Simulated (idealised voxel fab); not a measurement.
Documented hereafter: the process module known as voxel self aligned vias.
Square cells of 5 nm make up the cross-section cut, whose width is 225 nm.
Throughout this document, each cross-section is represented as a grid of square cells and is presented as a sequence of bands enumerated from the top downward, where a band comprises one or more rows of cells. The entry gives the band's vertical extent as a top height and a bottom height in nm, then its horizontal make-up as materials from left to right, each with a width in nm. "blank" stands for empty space; a single material marked "edge to edge" fills the band edge to edge. Below 0: as-received wafer, all one material; heights counted from there. Lowest band: no bottom, goes on down, written "0 down". Graded width ("30..40"): value in top row of band = first number; value in bottom row = second number; row-to-row change constant. Reading "everything unchanged" for a step: not a cell of the cross-section changed in it. Listed in "Enclosed void listing": every empty space of 8 or more cells without an open way to the top. Form: width x height at distance, the distance being from the left edge, all in nm. Post-settings text on a step line: simulator's own remark regarding the step. overlay nm: for a step with a mask, the amount by which the mask lay right of where it was planned; a negative amount means left of it.
This section lists the process steps that were planned:
- 1: RECEIVE,material Si
- 2: CONFORMAL_DEP,material SiO2,thk nm 15
- 3: CONFORMAL_DEP,material SiCN,thk nm 5
- 4: DIRECTIONAL_DEP,material SiO2,thk nm 20
- 5: DIRECTIONAL_DEP,material aC,thk nm 10
- 6: PATTERN,tone open,mask id LINES,material resist,width nm 20,pitch nm 45,thk nm 30,overlay nm 0
- 7: DIRECTIONAL_ETCH,etch materials aC,depth nm 10
- 8: STRIP,etch materials resist
- 9: DIRECTIONAL_ETCH,etch materials SiO2,depth nm 20
- 10: STRIP,etch materials aC
- 11: CONFORMAL_DEP,material TiN,thk nm 5
- 12: FILL_DEP,material Ru,thk nm 5
- 13: CMP,height nm 40
- 14: SELECTIVE_ETCH,etch materials W Ru TiN,depth nm 10
- 15: FILL_DEP,material SiN,thk nm 10
- 16: CMP,height nm 40
- 17: DIRECTIONAL_DEP,material SiO2,thk nm 20
- 18: MASKED_ETCH,tone open,mask id VIAS,width nm 30,pitch nm 90,etch materials SiO2,depth nm 20,overlay nm 0
- 19: MASKED_ETCH,tone open,mask id VIAS,width nm 30,pitch nm 90,etch materials SiN,depth nm 10,overlay nm 0
- 20: CONFORMAL_DEP,material TiN,thk nm 5
- 21: FILL_DEP,material W,thk nm 10
- 22: CMP,height nm 60
- 23: CONFORMAL_DEP,material SiCN,thk nm 5
The first wafer of two, processed as planned:
Cross-section of the wafer upon arrival, representing the state reached after step 1:
* 0 down  Si edge to edge
* Enclosed void listing: none
The following cross-section depicts the wafer upon completion of step 2:
* 15 to 0  SiO2 edge to edge
* Everything under 0 stays put, no change at all.
The following cross-section depicts the wafer upon completion of step 3:
* 20 to 15  SiCN edge to edge
* Everything under 15 stays put, no change at all.
The following cross-section depicts the wafer upon completion of step 4:
* 40 to 20  SiO2 edge to edge
* Everything under 20 stays put, no change at all.
The following cross-section depicts the wafer upon completion of step 5:
* 50 to 40  aC edge to edge
* Everything under 40 stays put, no change at all.
The following cross-section depicts the wafer upon completion of step 6:
* 80 to 50  55 resist / 20 blank / 25 resist / 20 blank / 25 resist / 20 blank / 60 resist
* Everything under 50 stays put, no change at all.
The following cross-section depicts the wafer upon completion of step 7:
* 70 to 50  55 resist / 20 blank / 25 resist / 20 blank / 25 resist / 20 blank / 60 resist
* 50 to 40  55 aC / 20 blank / 25 aC / 20 blank / 25 aC / 20 blank / 60 aC
* Everything under 40 stays put, no change at all.
The following cross-section depicts the wafer upon completion of step 8:
* 50 to 40  55 aC / 20 blank / 25 aC / 20 blank / 25 aC / 20 blank / 60 aC
* Everything under 40 stays put, no change at all.
The following cross-section depicts the wafer upon completion of step 9:
* 50 to 40  55 aC / 20 blank / 25 aC / 20 blank / 25 aC / 20 blank / 60 aC
* 40 to 20  55 SiO2 / 20 blank / 25 SiO2 / 20 blank / 25 SiO2 / 20 blank / 60 SiO2
* Everything under 20 stays put, no change at all.
The following cross-section depicts the wafer upon completion of step 10:
* 40 to 20  55 SiO2 / 20 blank / 25 SiO2 / 20 blank / 25 SiO2 / 20 blank / 60 SiO2
* Everything under 20 stays put, no change at all.
The following cross-section depicts the wafer upon completion of step 11:
* 45 to 40  60 TiN / 10 blank / 35 TiN / 10 blank / 35 TiN / 10 blank / 65 TiN
* 40 to 25  55 SiO2 / 5 TiN / 10 blank / 5 TiN / 25 SiO2 / 5 TiN / 10 blank / 5 TiN / 25 SiO2 / 5 TiN / 10 blank / 5 TiN / 60 SiO2
* 25 to 20  55 SiO2 / 20 TiN / 25 SiO2 / 20 TiN / 25 SiO2 / 20 TiN / 60 SiO2
* Everything under 20 stays put, no change at all.
The following cross-section depicts the wafer upon completion of step 12:
* 50 to 45  Ru edge to edge
* 45 to 40  60 TiN / 10 Ru / 35 TiN / 10 Ru / 35 TiN / 10 Ru / 65 TiN
* 40 to 25  55 SiO2 / 5 TiN / 10 Ru / 5 TiN / 25 SiO2 / 5 TiN / 10 Ru / 5 TiN / 25 SiO2 / 5 TiN / 10 Ru / 5 TiN / 60 SiO2
* Everything under 25 stays put, no change at all.
The following cross-section depicts the wafer upon completion of step 13:
* 40 to 25  55 SiO2 / 5 TiN / 10 Ru / 5 TiN / 25 SiO2 / 5 TiN / 10 Ru / 5 TiN / 25 SiO2 / 5 TiN / 10 Ru / 5 TiN / 60 SiO2
* Everything under 25 stays put, no change at all.
The following cross-section depicts the wafer upon completion of step 14:
* 40 to 30  55 SiO2 / 20 blank / 25 SiO2 / 20 blank / 25 SiO2 / 20 blank / 60 SiO2
* Everything under 30 stays put, no change at all.
The following cross-section depicts the wafer upon completion of step 15:
* 50 to 40  SiN edge to edge
* 40 to 30  55 SiO2 / 20 SiN / 25 SiO2 / 20 SiN / 25 SiO2 / 20 SiN / 60 SiO2
* Everything under 30 stays put, no change at all.
The following cross-section depicts the wafer upon completion of step 16:
* 40 to 30  55 SiO2 / 20 SiN / 25 SiO2 / 20 SiN / 25 SiO2 / 20 SiN / 60 SiO2
* Everything under 30 stays put, no change at all.
The following cross-section depicts the wafer upon completion of step 17:
* 60 to 40  SiO2 edge to edge
* Everything under 40 stays put, no change at all.
The following cross-section depicts the wafer upon completion of step 18:
* 60 to 40  50 SiO2 / 30 blank / 60 SiO2 / 30 blank / 55 SiO2
* Everything under 40 stays put, no change at all.
The following cross-section depicts the wafer upon completion of step 19:
* 60 to 40  50 SiO2 / 30 blank / 60 SiO2 / 30 blank / 55 SiO2
* 40 to 30  55 SiO2 / 20 blank / 25 SiO2 / 20 SiN / 25 SiO2 / 20 blank / 60 SiO2
* Everything under 30 stays put, no change at all.
The following cross-section depicts the wafer upon completion of step 20:
* 65 to 60  55 TiN / 20 blank / 70 TiN / 20 blank / 60 TiN
* 60 to 45  50 SiO2 / 5 TiN / 20 blank / 5 TiN / 60 SiO2 / 5 TiN / 20 blank / 5 TiN / 55 SiO2
* 45 to 40  50 SiO2 / 10 TiN / 10 blank / 10 TiN / 60 SiO2 / 10 TiN / 10 blank / 10 TiN / 55 SiO2
* 40 to 35  55 SiO2 / 5 TiN / 10 blank / 5 TiN / 25 SiO2 / 20 SiN / 25 SiO2 / 5 TiN / 10 blank / 5 TiN / 60 SiO2
* 35 to 30  55 SiO2 / 20 TiN / 25 SiO2 / 20 SiN / 25 SiO2 / 20 TiN / 60 SiO2
* Everything under 30 stays put, no change at all.
The following cross-section depicts the wafer upon completion of step 21:
* 75 to 65  W edge to edge
* 65 to 60  55 TiN / 20 W / 70 TiN / 20 W / 60 TiN
* 60 to 45  50 SiO2 / 5 TiN / 20 W / 5 TiN / 60 SiO2 / 5 TiN / 20 W / 5 TiN / 55 SiO2
* 45 to 40  50 SiO2 / 10 TiN / 10 W / 10 TiN / 60 SiO2 / 10 TiN / 10 W / 10 TiN / 55 SiO2
* 40 to 35  55 SiO2 / 5 TiN / 10 W / 5 TiN / 25 SiO2 / 20 SiN / 25 SiO2 / 5 TiN / 10 W / 5 TiN / 60 SiO2
* Everything under 35 stays put, no change at all.
The following cross-section depicts the wafer upon completion of step 22:
* 60 to 45  50 SiO2 / 5 TiN / 20 W / 5 TiN / 60 SiO2 / 5 TiN / 20 W / 5 TiN / 55 SiO2
* Everything under 45 stays put, no change at all.
The following cross-section depicts the wafer upon completion of step 23:
* 65 to 60  SiCN edge to edge
* Everything under 60 stays put, no change at all.
Second wafer. Start and plan as for the first. One mistake made in running. Agrees with the first up to and including step 17:
What the second wafer looks like in cross-section when step 18 should have wrapped up:
* 60 to 40  50 SiO2 / 30 blank / 60 SiO2 / 30 blank / 55 SiO2
* 40 to 30  50 SiO2 / 5 blank / 20 SiN / 5 blank / 20 SiO2 / 20 SiN / 20 SiO2 / 5 blank / 20 SiN / 5 blank / 55 SiO2
* Everything under 30 stays put, no change at all.
What the second wafer looks like in cross-section when step 19 should have wrapped up:
* 60 to 40  50 SiO2 / 30 blank / 60 SiO2 / 30 blank / 55 SiO2
* 40 to 30  50 SiO2 / 30 blank / 20 SiO2 / 20 SiN / 20 SiO2 / 30 blank / 55 SiO2
* Everything under 30 stays put, no change at all.
What the second wafer looks like in cross-section when step 20 should have wrapped up:
* 65 to 60  55 TiN / 20 blank / 70 TiN / 20 blank / 60 TiN
* 60 to 40  50 SiO2 / 5 TiN / 20 blank / 5 TiN / 60 SiO2 / 5 TiN / 20 blank / 5 TiN / 55 SiO2
* 40 to 35  50 SiO2 / 5 TiN / 20 blank / 5 TiN / 20 SiO2 / 20 SiN / 20 SiO2 / 5 TiN / 20 blank / 5 TiN / 55 SiO2
* 35 to 30  50 SiO2 / 30 TiN / 20 SiO2 / 20 SiN / 20 SiO2 / 30 TiN / 55 SiO2
* Everything under 30 stays put, no change at all.
What the second wafer looks like in cross-section when step 21 should have wrapped up:
* 75 to 65  W edge to edge
* 65 to 60  55 TiN / 20 W / 70 TiN / 20 W / 60 TiN
* 60 to 40  50 SiO2 / 5 TiN / 20 W / 5 TiN / 60 SiO2 / 5 TiN / 20 W / 5 TiN / 55 SiO2
* 40 to 35  50 SiO2 / 5 TiN / 20 W / 5 TiN / 20 SiO2 / 20 SiN / 20 SiO2 / 5 TiN / 20 W / 5 TiN / 55 SiO2
* Everything under 35 stays put, no change at all.
What the second wafer looks like in cross-section when step 22 should have wrapped up:
* 60 to 40  50 SiO2 / 5 TiN / 20 W / 5 TiN / 60 SiO2 / 5 TiN / 20 W / 5 TiN / 55 SiO2
* Everything under 40 stays put, no change at all.
What the second wafer looks like in cross-section when step 23 should have wrapped up:
* 65 to 60  SiCN edge to edge
* Everything under 60 stays put, no change at all.
Want to know what went wrong? rather than as planned, step 18 actually ran as MASKED_ETCH,tone open,mask id VIAS,width nm 30,pitch nm 90,etch materials SiO2,depth nm 30,overlay nm 0
Bottom line after processing is that, in cells, the second wafer is up or down on some materials versus the first: -8 SiO2; +8 W
